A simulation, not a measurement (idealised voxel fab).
process module | voxel double patterning
cross-section cut | 175 nm wide | cells 5 nm
A cross-section is a grid of square cells, given in bands from the top down. A band is one or more rows of cells.
Each band's line starts with the height of the band's top and of its bottom, in nm. Then come its materials from left to right, each with its width in nm. One material with "throughout" fills the band from edge to edge. "air" is empty space.
Height 0 is the level under which the wafer as received is all one material. The lowest band goes on downwards, as in "0 down".
A width such as "30 to 40" changes by the same amount from each row of cells to the next, from the band's top row to its bottom row.
"no change" after a step means that no cell of the cross-section changed.
closed voids: empty space of 8 cells or more with no open way to the top, each as width x height at its distance from the left edge, in nm
after a step's settings: what the simulator itself notes on the step
overlay nm, on a step with a mask: how far to the right of its planned place the mask lay; to the left if negative
plan
1 op RECEIVE | material Si
2 op CONFORMAL_DEP | material SiN | thk nm 10
3 op DIRECTIONAL_DEP | material SiO2 | thk nm 20
4 op DIRECTIONAL_DEP | material SiCN | thk nm 10
5 op MASKED_ETCH | tone open | mask id FIRST | width nm 15 | pitch nm 50 | etch materials SiCN | depth nm 10 | overlay nm 0
6 op DIRECTIONAL_DEP | material aC | thk nm 15
7 op PATTERN | tone open | mask id SECOND | material resist | width nm 15 | thk nm 35 | overlay nm 0
8 op DIRECTIONAL_ETCH | etch materials aC | depth nm 15
9 op STRIP | etch materials resist
10 op DIRECTIONAL_ETCH | etch materials SiCN | depth nm 10
11 op STRIP | etch materials aC
12 op DIRECTIONAL_ETCH | etch materials SiO2 | depth nm 20
13 op STRIP | etch materials SiCN
first wafer, as planned
as received, after step 1
  0 down: Si throughout
  closed voids: none
after step 2
  10 to 0: SiN throughout
  below 0: unchanged
after step 3
  30 to 10: SiO2 throughout
  below 10: unchanged
after step 4
  40 to 30: SiCN throughout
  below 30: unchanged
after step 5
  40 to 30: SiCN 55 | air 15 | SiCN 35 | air 15 | SiCN 55
  below 30: unchanged
after step 6
  55 to 45: aC 55 | air 15 | aC 35 | air 15 | aC 55
  45 to 40: aC throughout
  40 to 30: SiCN 55 | aC 15 | SiCN 35 | aC 15 | SiCN 55
  below 30: unchanged
after step 7
  90 to 55: resist 80 | air 15 | resist 80
  55 to 45: aC 55 | resist 15 | aC 35 | resist 15 | aC 55
  below 45: unchanged
after step 8
  75 to 55: resist 80 | air 15 | resist 80
  55 to 45: aC 55 | resist 15 | aC 10 | air 15 | aC 10 | resist 15 | aC 55
  45 to 40: aC 80 | air 15 | aC 80
  below 40: unchanged
after step 9
  55 to 45: aC 55 | air 15 | aC 10 | air 15 | aC 10 | air 15 | aC 55
  below 45: unchanged
after step 10
  55 to 45: aC 55 | air 15 | aC 10 | air 15 | aC 10 | air 15 | aC 55
  45 to 40: aC 80 | air 15 | aC 80
  40 to 30: SiCN 55 | aC 15 | SiCN 10 | air 15 | SiCN 10 | aC 15 | SiCN 55
  below 30: unchanged
after step 11
  40 to 30: SiCN 55 | air 15 | SiCN 10 | air 15 | SiCN 10 | air 15 | SiCN 55
  below 30: unchanged
after step 12
  40 to 30: SiCN 55 | air 15 | SiCN 10 | air 15 | SiCN 10 | air 15 | SiCN 55
  30 to 10: SiO2 55 | air 15 | SiO2 10 | air 15 | SiO2 10 | air 15 | SiO2 55
  below 10: unchanged
after step 13
  30 to 10: SiO2 55 | air 15 | SiO2 10 | air 15 | SiO2 10 | air 15 | SiO2 55
  below 10: unchanged
second wafer: like start, like plan, one mistake. Through step 2 it matches the first wafer
when step 3 should have ended
  50 to 10: SiO2 throughout
  below 10: unchanged
when step 4 should have ended
  60 to 50: SiCN throughout
  below 50: unchanged
when step 5 should have ended
  60 to 50: SiCN 55 | air 15 | SiCN 35 | air 15 | SiCN 55
  below 50: unchanged
when step 6 should have ended
  75 to 65: aC 55 | air 15 | aC 35 | air 15 | aC 55
  65 to 60: aC throughout
  60 to 50: SiCN 55 | aC 15 | SiCN 35 | aC 15 | SiCN 55
  below 50: unchanged
when step 7 should have ended
  110 to 75: resist 80 | air 15 | resist 80
  75 to 65: aC 55 | resist 15 | aC 35 | resist 15 | aC 55
  below 65: unchanged
when step 8 should have ended
  95 to 75: resist 80 | air 15 | resist 80
  75 to 65: aC 55 | resist 15 | aC 10 | air 15 | aC 10 | resist 15 | aC 55
  65 to 60: aC 80 | air 15 | aC 80
  below 60: unchanged
when step 9 should have ended
  75 to 65: aC 55 | air 15 | aC 10 | air 15 | aC 10 | air 15 | aC 55
  below 65: unchanged
when step 10 should have ended
  75 to 65: aC 55 | air 15 | aC 10 | air 15 | aC 10 | air 15 | aC 55
  65 to 60: aC 80 | air 15 | aC 80
  60 to 50: SiCN 55 | aC 15 | SiCN 10 | air 15 | SiCN 10 | aC 15 | SiCN 55
  below 50: unchanged
when step 11 should have ended
  60 to 50: SiCN 55 | air 15 | SiCN 10 | air 15 | SiCN 10 | air 15 | SiCN 55
  below 50: unchanged
when step 12 should have ended
  60 to 50: SiCN 55 | air 15 | SiCN 10 | air 15 | SiCN 10 | air 15 | SiCN 55
  50 to 30: SiO2 55 | air 15 | SiO2 10 | air 15 | SiO2 10 | air 15 | SiO2 55
  below 30: unchanged
when step 13 should have ended
  50 to 30: SiO2 55 | air 15 | SiO2 10 | air 15 | SiO2 10 | air 15 | SiO2 55
  below 30: unchanged
what went wrong: step 3 was run twice
at the end the second wafer has, in cells: 140 more of SiO2
